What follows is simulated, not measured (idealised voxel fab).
This section sets out a process module, namely voxel double patterning.
Square cell edge 5 nm, section width 190 nm, ID cut.
Notation: cross-section as square-cell grid; stated in bands, top first, going down; one or more cell rows per band. Band entry format. Leading values: height of top, height of bottom, nm. Remainder: materials in left-to-right order, each with its width in nm. Special words: "all across" on a single material, which then fills the band edge to edge; "empty", empty space. A quick word on heights: they are counted from 0, and under that level the wafer as it came to us is one material throughout. The lowest band is different from the rest in having no bottom; it simply continues downward, written as in "top 0, no bottom". The expression "30->40" gives the width at the extremes of the band, the first number at its top row of cells and the second at its bottom row, with the width changing by equal amounts from each row to the next in between. Step note "nothing different" = no cross-section cell changed. Closed-off voids of 8+ cells (no open route to the top) go in "Enclosed voids", written width x height at distance from the left edge, in nm. Note: text after step settings on the step line = simulator remark on that step. Regarding "overlay nm": on a step with a mask, it is the distance the mask lay to the right of its planned place; a negative value places it to the left.
### Planned process steps
step 1: op RECEIVE | material Si
step 2: op CONFORMAL_DEP | material SiO2 | thk nm 5
step 3: op DIRECTIONAL_DEP | material TiN | thk nm 10
step 4: op DIRECTIONAL_DEP | material SiN | thk nm 5
step 5: op PATTERN | tone open | mask id FIRST | material resist | width nm 15 | pitch nm 50 | thk nm 20 | overlay nm 0
step 6: op DIRECTIONAL_ETCH | etch materials SiN | depth nm 5
step 7: op STRIP | etch materials resist
step 8: op DIRECTIONAL_DEP | material aC | thk nm 10
step 9: op PATTERN | tone open | mask id SECOND | material resist | width nm 15 | thk nm 25 | overlay nm 0
step 10: op DIRECTIONAL_ETCH | etch materials aC | depth nm 10
step 11: op STRIP | etch materials resist
step 12: op DIRECTIONAL_ETCH | etch materials SiN | depth nm 5
step 13: op STRIP | etch materials aC
step 14: op DIRECTIONAL_ETCH | etch materials TiN | depth nm 10
step 15: op STRIP | etch materials SiN
### Of two wafers, the first: run according to plan
### Cross-section, incoming material, after step 1
  top 0, no bottom | Si all across
  Enclosed voids: none
### Cross-sectional representation of the wafer at the conclusion of step 2
  top 5, bottom 0 | SiO2 all across
  below 0: unchanged
### Cross-sectional representation of the wafer at the conclusion of step 3
  top 15, bottom 5 | TiN all across
  below 5: unchanged
### Cross-sectional representation of the wafer at the conclusion of step 4
  top 20, bottom 15 | SiN all across
  below 15: unchanged
### Cross-sectional representation of the wafer at the conclusion of step 5
  top 40, bottom 20 | 60 resist  15 empty  35 resist  15 empty  65 resist
  below 20: unchanged
### Cross-sectional representation of the wafer at the conclusion of step 6
  top 40, bottom 20 | 60 resist  15 empty  35 resist  15 empty  65 resist
  top 20, bottom 15 | 60 SiN  15 empty  35 SiN  15 empty  65 SiN
  below 15: unchanged
### Cross-sectional representation of the wafer at the conclusion of step 7
  top 20, bottom 15 | 60 SiN  15 empty  35 SiN  15 empty  65 SiN
  below 15: unchanged
### Cross-sectional representation of the wafer at the conclusion of step 8
  top 30, bottom 25 | 60 aC  15 empty  35 aC  15 empty  65 aC
  top 25, bottom 20 | aC all across
  top 20, bottom 15 | 60 SiN  15 aC  35 SiN  15 aC  65 SiN
  below 15: unchanged
### Cross-sectional representation of the wafer at the conclusion of step 9
  top 55, bottom 30 | 85 resist  15 empty  90 resist
  top 30, bottom 25 | 60 aC  15 resist  35 aC  15 resist  65 aC
  below 25: unchanged
### Cross-sectional representation of the wafer at the conclusion of step 10
  top 45, bottom 30 | 85 resist  15 empty  90 resist
  top 30, bottom 25 | 60 aC  15 resist  10 aC  15 empty  10 aC  15 resist  65 aC
  top 25, bottom 20 | 85 aC  15 empty  90 aC
  below 20: unchanged
### Cross-sectional representation of the wafer at the conclusion of step 11
  top 30, bottom 25 | 60 aC  15 empty  10 aC  15 empty  10 aC  15 empty  65 aC
  below 25: unchanged
### Cross-sectional representation of the wafer at the conclusion of step 12
  top 30, bottom 25 | 60 aC  15 empty  10 aC  15 empty  10 aC  15 empty  65 aC
  top 25, bottom 20 | 85 aC  15 empty  90 aC
  top 20, bottom 15 | 60 SiN  15 aC  10 SiN  15 empty  10 SiN  15 aC  65 SiN
  below 15: unchanged
### Cross-sectional representation of the wafer at the conclusion of step 13
  top 20, bottom 15 | 60 SiN  15 empty  10 SiN  15 empty  10 SiN  15 empty  65 SiN
  below 15: unchanged
### Cross-sectional representation of the wafer at the conclusion of step 14
  top 20, bottom 15 | 60 SiN  15 empty  10 SiN  15 empty  10 SiN  15 empty  65 SiN
  top 15, bottom 5 | 60 TiN  15 empty  10 TiN  15 empty  10 TiN  15 empty  65 TiN
  below 5: unchanged
### Cross-sectional representation of the wafer at the conclusion of step 15
  top 15, bottom 5 | 60 TiN  15 empty  10 TiN  15 empty  10 TiN  15 empty  65 TiN
  below 5: unchanged
### The second wafer: identical to the first at the outset and in its planned sequence, differing only in that one mistake was made during processing; up to and including step 1, its path is the first wafer's path
### Cross-section of the second wafer at the time by which step 2 should have been completed according to the plan
  top 10, bottom 0 | TiN all across
  below 0: unchanged
### Cross-section of the second wafer at the time by which step 3 should have been completed according to the plan
  top 15, bottom 10 | SiO2 all across
  below 10: unchanged
### Cross-section of the second wafer at the time by which step 4 should have been completed according to the plan
  top 20, bottom 15 | SiN all across
  below 15: unchanged
### Cross-section of the second wafer at the time by which step 5 should have been completed according to the plan
  top 40, bottom 20 | 60 resist  15 empty  35 resist  15 empty  65 resist
  below 20: unchanged
### Cross-section of the second wafer at the time by which step 6 should have been completed according to the plan
  top 40, bottom 20 | 60 resist  15 empty  35 resist  15 empty  65 resist
  top 20, bottom 15 | 60 SiN  15 empty  35 SiN  15 empty  65 SiN
  below 15: unchanged
### Cross-section of the second wafer at the time by which step 7 should have been completed according to the plan
  top 20, bottom 15 | 60 SiN  15 empty  35 SiN  15 empty  65 SiN
  below 15: unchanged
### Cross-section of the second wafer at the time by which step 8 should have been completed according to the plan
  top 30, bottom 25 | 60 aC  15 empty  35 aC  15 empty  65 aC
  top 25, bottom 20 | aC all across
  top 20, bottom 15 | 60 SiN  15 aC  35 SiN  15 aC  65 SiN
  below 15: unchanged
### Cross-section of the second wafer at the time by which step 9 should have been completed according to the plan
  top 55, bottom 30 | 85 resist  15 empty  90 resist
  top 30, bottom 25 | 60 aC  15 resist  35 aC  15 resist  65 aC
  below 25: unchanged
### Cross-section of the second wafer at the time by which step 10 should have been completed according to the plan
  top 45, bottom 30 | 85 resist  15 empty  90 resist
  top 30, bottom 25 | 60 aC  15 resist  10 aC  15 empty  10 aC  15 resist  65 aC
  top 25, bottom 20 | 85 aC  15 empty  90 aC
  below 20: unchanged
### Cross-section of the second wafer at the time by which step 11 should have been completed according to the plan
  top 30, bottom 25 | 60 aC  15 empty  10 aC  15 empty  10 aC  15 empty  65 aC
  below 25: unchanged
### Cross-section of the second wafer at the time by which step 12 should have been completed according to the plan
  top 30, bottom 25 | 60 aC  15 empty  10 aC  15 empty  10 aC  15 empty  65 aC
  top 25, bottom 20 | 85 aC  15 empty  90 aC
  top 20, bottom 15 | 60 SiN  15 aC  10 SiN  15 empty  10 SiN  15 aC  65 SiN
  below 15: unchanged
### Cross-section of the second wafer at the time by which step 13 should have been completed according to the plan
  top 20, bottom 15 | 60 SiN  15 empty  10 SiN  15 empty  10 SiN  15 empty  65 SiN
  below 15: unchanged
Cross-section of the second wafer at the time by which step 14 should have been completed according to the plan: nothing different
### Cross-section of the second wafer at the time by which step 15 should have been completed according to the plan
  top 15, bottom 10 | SiO2 all across
  below 10: unchanged
What was the processing mistake? ran 2 and 3 in swapped order versus the plan
Final tally in cells, some materials are higher or lower on the second wafer than on the first: 18 more of TiN
